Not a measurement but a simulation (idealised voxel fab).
Proc. module: voxel self aligned vias
Each square cell in cross-section cut measures 5 nm, and the section as a whole is 295 nm wide.
A cross-section is written here as square cells arranged in a grid, and it is given in bands from the top down, each band taking up one or more rows of cells.
Look at the band entry: it leads with the top's height and the bottom's height in nm. Then it lists the materials left to right, with a width in nm for each. The word "throughout" on a single material says that material fills the band edge to edge. The word "empty" is empty space.
Below 0: as-received wafer, all one material; heights counted from there. Lowest band: no bottom, goes on down, written "0..down".
The two numbers in a width such as "30..40" mark its ends across the band: the first belongs to the top row of cells, the second to the bottom row, and from each row to the next the width moves by the same amount.
Where the words "no alterations made" appear for a step, the cross-section shows no cell changed by that step; every cell remained as before.
Reported under the label "Enclosed void inventory" are the empty spaces having no open way to the top and comprising 8 cells or more; the notation for each is width x height at distance, in which the distance is measured from the left edge and all three values are in nm.
Read whatever lies past the settings on a step's line as the simulator's own remark about the step.
What "overlay nm" on a step's line means: if the step has a mask, that mask lay this far to the right of its planned place, or, when the value is negative, to the left.
Here's what the planned process steps look like
- 1: RECEIVE, material Si
- 2: CONFORMAL_DEP, material SiO2, thk nm 15
- 3: CONFORMAL_DEP, material SiCN, thk nm 5
- 4: DIRECTIONAL_DEP, material lowk, thk nm 20
- 5: PATTERN, tone open, mask id LINES, material resist, width nm 30, pitch nm 55, thk nm 15, overlay nm 0
- 6: DIRECTIONAL_ETCH, etch materials lowk, depth nm 20
- 7: STRIP, etch materials resist
- 8: CONFORMAL_DEP, material TiN, thk nm 5
- 9: FILL_DEP, material W, thk nm 10
- 10: CMP, height nm 40
- 11: SELECTIVE_ETCH, etch materials W Ru TiN, depth nm 5
- 12: FILL_DEP, material SiN, thk nm 5
- 13: CMP, height nm 40
- 14: DIRECTIONAL_DEP, material lowk, thk nm 15
- 15: MASKED_ETCH, tone open, mask id VIAS, width nm 40, pitch nm 110, etch materials lowk, depth nm 15, overlay nm 0
- 16: MASKED_ETCH, tone open, mask id VIAS, width nm 40, pitch nm 110, etch materials SiN, depth nm 5, overlay nm 0
- 17: CONFORMAL_DEP, material TiN, thk nm 5
- 18: FILL_DEP, material W, thk nm 5
- 19: CMP, height nm 55
- 20: CONFORMAL_DEP, material SiCN, thk nm 5
Wafer as received: cross-section following step 1
- 0..down: Si throughout
- Enclosed void inventory: none
Cross-section, first of two wafers, end of module, run as planned
- 60..55: SiCN throughout
- 55..45: lowk (70), then TiN (5), then W (30), then TiN (5), then lowk (70), then TiN (5), then W (30), then TiN (5), then lowk (75)
- 45..40: lowk (70), then TiN (10), then W (20), then TiN (10), then lowk (70), then TiN (10), then W (20), then TiN (10), then lowk (75)
- 40..35: lowk (75), then TiN (30), then lowk (25), then SiN (30), then lowk (25), then TiN (30), then lowk (80)
- 35..25: lowk (75), then TiN (5), then W (20), then TiN (5), then lowk (25), then TiN (5), then W (20), then TiN (5), then lowk (25), then TiN (5), then W (20), then TiN (5), then lowk (80)
- 25..20: lowk (75), then TiN (30), then lowk (25), then TiN (30), then lowk (25), then TiN (30), then lowk (80)
- 20..15: SiCN throughout
- 15..0: SiO2 throughout
- 0..down: Si throughout
- Enclosed void inventory: none
Wafer two, sectioned after the module: the first wafer's start, the first wafer's plan, and one mistake in how it was run
- 60..55: SiCN throughout
- 55..40: lowk (70), then TiN (5), then W (30), then TiN (5), then lowk (70), then TiN (5), then W (30), then TiN (5), then lowk (75)
- 40..35: SiN (70), then TiN (40), then SiN (70), then TiN (40), then SiN (75)
- 35..30: W throughout
- 30..25: TiN (80), then W (20), then TiN (35), then W (20), then TiN (35), then W (20), then TiN (85)
- 25..10: lowk (75), then TiN (5), then W (20), then TiN (5), then lowk (25), then TiN (5), then W (20), then TiN (5), then lowk (25), then TiN (5), then W (20), then TiN (5), then lowk (80)
- 10..5: lowk (75), then TiN (30), then lowk (25), then TiN (30), then lowk (25), then TiN (30), then lowk (80)
- 5..0: SiCN throughout
- 0..down: Si throughout
- Enclosed void inventory: none
It is concluded that the wafer was processed incorrectly with respect to the plan, in that plan step 2: skipped, not run
Materials where the second wafer ends with more or fewer cells than the first: 37 more of SiN, 177 fewer of SiO2, 53 more of TiN, 87 more of W
